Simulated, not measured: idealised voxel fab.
Process module in this document: voxel self aligned contacts
Displayed cross-section: cut, width of 260 nm, square cells sized 5 nm.
How to read a cross-section here: the picture is a grid of square cells, written as bands going from the top down, and any band can span one or more rows of cells. Heights first: top, then bottom, in nm. Then materials, left to right, each with a width in nm. "all across" on a single material: fills the band edge to edge. "blank": empty space. It should be noted that heights are counted from 0, beneath which the wafer as supplied is of one material throughout, and that the lowest band possesses no lower boundary but continues downward, as written in "0 nm and below". You'd read "30..40" like this: the band's top row of cells is as wide as the first number, its bottom row is as wide as the second, and going down, every row changes width by the same amount as the row before did. "remained unchanged", as given for a step, is the statement that not any cell of the cross-section underwent a change during that step. In the "Tabulated closed voids" entry, you get each enclosed empty space of 8 cells or more, one with no open way to the top, written width x height at distance, distance from the left edge, in nm. That trailing text on a step's line, after the settings, is the simulator's own remark on the step. "overlay nm" answers the question of how far to the right of plan the mask lay on a step that has a mask, and when it is negative the answer is to the left.
[Steps in the process plan]
step 1: RECEIVE,material Si
step 2: OXIDIZE,depth nm 5
step 3: DIRECTIONAL_DEP,material polySi,thk nm 30
step 4: DIRECTIONAL_DEP,material SiN,thk nm 15
step 5: MASKED_ETCH,tone cover,mask id GATE,width nm 25,pitch nm 60,etch materials SiN,depth nm 15,overlay nm 0
step 6: MASKED_ETCH,tone cover,mask id GATE,width nm 25,pitch nm 60,etch materials polySi,depth nm 30,overlay nm 0
step 7: CONFORMAL_DEP,material SiN,thk nm 5
step 8: DIRECTIONAL_ETCH,etch materials SiN,depth nm 5
step 9: FILL_DEP,material SiO2,thk nm 20
step 10: CMP,height nm 55
step 11: MASKED_ETCH,tone open,mask id CONTACT,width nm 45,etch materials SiO2,depth nm 60,overlay nm 0
step 12: CONFORMAL_DEP,material TiN,thk nm 5
step 13: FILL_DEP,material W,thk nm 10
step 14: CMP,height nm 55
step 15: CONFORMAL_DEP,material SiN,thk nm 5
[Concerning the first of two wafers, which was run in accordance with the plan]
[Step 1 complete: cross-section of the wafer as received]
    0 nm and below: Si all across
    Tabulated closed voids: none
[Sectional view: wafer, after step 2]
    0 nm to -5 nm: SiO2 all across
    Unchanged below -5.
[Sectional view: wafer, after step 3]
    30 nm to 0 nm: polySi all across
    Unchanged below 0.
[Sectional view: wafer, after step 4]
    45 nm to 30 nm: SiN all across
    Unchanged below 30.
[Sectional view: wafer, after step 5]
    45 nm to 30 nm: 85 of blank | 25 of SiN | 35 of blank | 25 of SiN | 90 of blank
    Unchanged below 30.
[Sectional view: wafer, after step 6]
    45 nm to 30 nm: 85 of blank | 25 of SiN | 35 of blank | 25 of SiN | 90 of blank
    30 nm to 0 nm: 85 of blank | 25 of polySi | 35 of blank | 25 of polySi | 90 of blank
    Unchanged below 0.
[Sectional view: wafer, after step 7]
    50 nm to 30 nm: 80 of blank | 35 of SiN | 25 of blank | 35 of SiN | 85 of blank
    30 nm to 5 nm: 80 of blank | 5 of SiN | 25 of polySi | 5 of SiN | 25 of blank | 5 of SiN | 25 of polySi | 5 of SiN | 85 of blank
    5 nm to 0 nm: 85 of SiN | 25 of polySi | 35 of SiN | 25 of polySi | 90 of SiN
    Unchanged below 0.
[Sectional view: wafer, after step 8]
    45 nm to 30 nm: 80 of blank | 35 of SiN | 25 of blank | 35 of SiN | 85 of blank
    30 nm to 0 nm: 80 of blank | 5 of SiN | 25 of polySi | 5 of SiN | 25 of blank | 5 of SiN | 25 of polySi | 5 of SiN | 85 of blank
    Unchanged below 0.
[Sectional view: wafer, after step 9]
    65 nm to 45 nm: SiO2 all across
    45 nm to 30 nm: 80 of SiO2 | 35 of SiN | 25 of SiO2 | 35 of SiN | 85 of SiO2
    30 nm to 0 nm: 80 of SiO2 | 5 of SiN | 25 of polySi | 5 of SiN | 25 of SiO2 | 5 of SiN | 25 of polySi | 5 of SiN | 85 of SiO2
    Unchanged below 0.
[Sectional view: wafer, after step 10]
    55 nm to 45 nm: SiO2 all across
    Unchanged below 45.
[Sectional view: wafer, after step 11]
    55 nm to 45 nm: 105 of SiO2 | 45 of blank | 110 of SiO2
    45 nm to 30 nm: 80 of SiO2 | 35 of SiN | 25 of blank | 35 of SiN | 85 of SiO2
    30 nm to 0 nm: 80 of SiO2 | 5 of SiN | 25 of polySi | 5 of SiN | 25 of blank | 5 of SiN | 25 of polySi | 5 of SiN | 85 of SiO2
    0 nm to -5 nm: 115 of SiO2 | 25 of blank | 120 of SiO2
    Unchanged below -5.
[Sectional view: wafer, after step 12]
    60 nm to 55 nm: 110 of TiN | 35 of blank | 115 of TiN
    55 nm to 45 nm: 105 of SiO2 | 5..15 of TiN | 35..15 of blank | 5..15 of TiN | 110 of SiO2
    45 nm to 30 nm: 80 of SiO2 | 35 of SiN | 5 of TiN | 15 of blank | 5 of TiN | 35 of SiN | 85 of SiO2
    30 nm to 0 nm: 80 of SiO2 | 5 of SiN | 25 of polySi | 5 of SiN | 5 of TiN | 15 of blank | 5 of TiN | 5 of SiN | 25 of polySi | 5 of SiN | 85 of SiO2
    0 nm to -5 nm: 115 of SiO2 | 25 of TiN | 120 of SiO2
    Unchanged below -5.
[Sectional view: wafer, after step 13]
    70 nm to 60 nm: W all across
    60 nm to 55 nm: 110 of TiN | 35 of W | 115 of TiN
    55 nm to 45 nm: 105 of SiO2 | 5..15 of TiN | 35..15 of W | 5..15 of TiN | 110 of SiO2
    45 nm to 30 nm: 80 of SiO2 | 35 of SiN | 5 of TiN | 15 of W | 5 of TiN | 35 of SiN | 85 of SiO2
    30 nm to 0 nm: 80 of SiO2 | 5 of SiN | 25 of polySi | 5 of SiN | 5 of TiN | 15 of W | 5 of TiN | 5 of SiN | 25 of polySi | 5 of SiN | 85 of SiO2
    Unchanged below 0.
[Sectional view: wafer, after step 14]
    55 nm to 45 nm: 105 of SiO2 | 5..15 of TiN | 35..15 of W | 5..15 of TiN | 110 of SiO2
    Unchanged below 45.
[Sectional view: wafer, after step 15]
    60 nm to 55 nm: SiN all across
    Unchanged below 55.
[What follows concerns the second wafer, which started out like the first and was meant to follow the very same plan; one mistake crept in when it was run, but everything up to and including step 3 is the same as for the first wafer]
[Cross-sectional view of the second wafer at the intended end time of process step 4]
    45 nm to 0 nm: polySi all across
    Unchanged below 0.
Cross-sectional view of the second wafer at the intended end time of process step 5: remained unchanged
[Cross-sectional view of the second wafer at the intended end time of process step 6]
    45 nm to 15 nm: 85 of blank | 25 of polySi | 35 of blank | 25 of polySi | 90 of blank
    Unchanged below 15.
[Cross-sectional view of the second wafer at the intended end time of process step 7]
    50 nm to 45 nm: 80 of blank | 35 of SiN | 25 of blank | 35 of SiN | 85 of blank
    45 nm to 20 nm: 80 of blank | 5 of SiN | 25 of polySi | 5 of SiN | 25 of blank | 5 of SiN | 25 of polySi | 5 of SiN | 85 of blank
    20 nm to 15 nm: 85 of SiN | 25 of polySi | 35 of SiN | 25 of polySi | 90 of SiN
    Unchanged below 15.
[Cross-sectional view of the second wafer at the intended end time of process step 8]
    45 nm to 15 nm: 80 of blank | 5 of SiN | 25 of polySi | 5 of SiN | 25 of blank | 5 of SiN | 25 of polySi | 5 of SiN | 85 of blank
    Unchanged below 15.
[Cross-sectional view of the second wafer at the intended end time of process step 9]
    65 nm to 45 nm: SiO2 all across
    45 nm to 15 nm: 80 of SiO2 | 5 of SiN | 25 of polySi | 5 of SiN | 25 of SiO2 | 5 of SiN | 25 of polySi | 5 of SiN | 85 of SiO2
    Unchanged below 15.
[Cross-sectional view of the second wafer at the intended end time of process step 10]
    55 nm to 45 nm: SiO2 all across
    Unchanged below 45.
[Cross-sectional view of the second wafer at the intended end time of process step 11]
    55 nm to 45 nm: 105 of SiO2 | 45 of blank | 110 of SiO2
    45 nm to 15 nm: 80 of SiO2 | 5 of SiN | 25 of polySi | 5 of SiN | 25 of blank | 5 of SiN | 25 of polySi | 5 of SiN | 85 of SiO2
    Unchanged below 15.
[Cross-sectional view of the second wafer at the intended end time of process step 12]
    60 nm to 55 nm: 110 of TiN | 35 of blank | 115 of TiN
    55 nm to 45 nm: 105 of SiO2 | 5..15 of TiN | 35..15 of blank | 5..15 of TiN | 110 of SiO2
    45 nm to 20 nm: 80 of SiO2 | 5 of SiN | 25 of polySi | 5 of SiN | 5 of TiN | 15 of blank | 5 of TiN | 5 of SiN | 25 of polySi | 5 of SiN | 85 of SiO2
    20 nm to 15 nm: 80 of SiO2 | 5 of SiN | 25 of polySi | 5 of SiN | 25 of TiN | 5 of SiN | 25 of polySi | 5 of SiN | 85 of SiO2
    Unchanged below 15.
[Cross-sectional view of the second wafer at the intended end time of process step 13]
    70 nm to 60 nm: W all across
    60 nm to 55 nm: 110 of TiN | 35 of W | 115 of TiN
    55 nm to 45 nm: 105 of SiO2 | 5..15 of TiN | 35..15 of W | 5..15 of TiN | 110 of SiO2
    45 nm to 20 nm: 80 of SiO2 | 5 of SiN | 25 of polySi | 5 of SiN | 5 of TiN | 15 of W | 5 of TiN | 5 of SiN | 25 of polySi | 5 of SiN | 85 of SiO2
    Unchanged below 20.
[Cross-sectional view of the second wafer at the intended end time of process step 14]
    55 nm to 45 nm: 105 of SiO2 | 5..15 of TiN | 35..15 of W | 5..15 of TiN | 110 of SiO2
    Unchanged below 45.
[Cross-sectional view of the second wafer at the intended end time of process step 15]
    60 nm to 55 nm: SiN all across
    Unchanged below 55.
Deviation from plan: step 4 off recipe, ran as DIRECTIONAL_DEP,material polySi,thk nm 15
Once processing is complete, comparing cell counts shows that the second wafer has more or fewer of certain materials than the first: -42 SiN; -94 SiO2; -8 TiN; -12 W; +156 polySi
